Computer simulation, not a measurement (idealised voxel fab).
The following is a process module called voxel spacer lines.
cross-section cut | 250 nm wide | cells 5 nm
Cross-section = grid of square cells, listed top down in bands; band = one or more rows.
Each band's line starts with the height of the band's top and of its bottom, in nm. Then come its materials from left to right, each with its width in nm. One material with "full width" fills the band from edge to edge. "empty" is empty space.
For the purposes of this specification, 0 denotes the height below which the wafer in its as-received condition is composed wholly of one material, and the lowermost band, lacking a lower limit, extends downward without end, as expressed in "top 0, no bottom".
Width spec "30 to 40" -> top row of cells at first value, bottom row at second value, equal per-row change in between.
You'll sometimes find "remains unaltered" written for a step, and that's the way of saying that nowhere in the cross-section did a cell change during that step.
Empty spaces counting at least 8 cells and having no open way to the top are listed in "Fully closed voids". The notation width x height at distance is used for each, the distance being from the left edge and all three values in nm.
That trailing text on a step's line, after the settings, is the simulator's own remark on the step.
overlay nm: mask right of planned place by this much (step with mask). Neg. = left.

Process steps - plan
| 1 | RECEIVE (material Si) |
| 2 | CONFORMAL_DEP (material Al2O3; thk nm 10) |
| 3 | DIRECTIONAL_DEP (material TiN; thk nm 10) |
| 4 | DIRECTIONAL_DEP (material aC; thk nm 20) |
| 5 | PATTERN (tone cover; mask id MANDREL; material resist; width nm 20; pitch nm 60; thk nm 30; overlay nm 0) |
| 6 | DIRECTIONAL_ETCH (etch materials aC; depth nm 20) |
| 7 | STRIP (etch materials resist) |
| 8 | CONFORMAL_DEP (material SiO2; thk nm 10) |
| 9 | DIRECTIONAL_ETCH (etch materials SiO2; depth nm 10) |
| 10 | STRIP (etch materials aC) |
| 11 | DIRECTIONAL_ETCH (etch materials TiN; depth nm 10) |
| 12 | STRIP (etch materials SiO2) |
| 13 | FILL_DEP (material SiO2; thk nm 5) |
| 14 | CMP (height nm 20) |

Shown in cross-section is the wafer as received, that is, as it stands after step 1
    top 0, no bottom  Si full width
    Fully closed voids: none

The first of two wafers, cross-sectioned at the end of the module, with the run proceeding as planned
    top 20, bottom 10  45 nm SiO2  10 nm TiN  20 nm SiO2  10 nm TiN  20 nm SiO2  10 nm TiN  20 nm SiO2  10 nm TiN  20 nm SiO2  10 nm TiN  20 nm SiO2  10 nm TiN  45 nm SiO2
    top 10, bottom 0  Al2O3 full width
    top 0, no bottom  Si full width
    Fully closed voids: none

Now the second wafer, cross-sectioned at the end of the module. Nothing different at the start, nothing different in the plan compared with the first, just one mistake when it was actually run
    top 20, bottom 10  45 nm aC  10 nm TiN  20 nm aC  10 nm TiN  20 nm aC  10 nm TiN  20 nm aC  10 nm TiN  20 nm aC  10 nm TiN  20 nm aC  10 nm TiN  45 nm aC
    top 10, bottom 0  Al2O3 full width
    top 0, no bottom  Si full width
    Fully closed voids: none
Deviation from plan: heads up, step 13 didn't go per plan, it actually ran as FILL_DEP (material aC; thk nm 5)
Count the cells at the end and the second wafer has more or fewer of some materials than the first: -76 SiO2, +76 aC
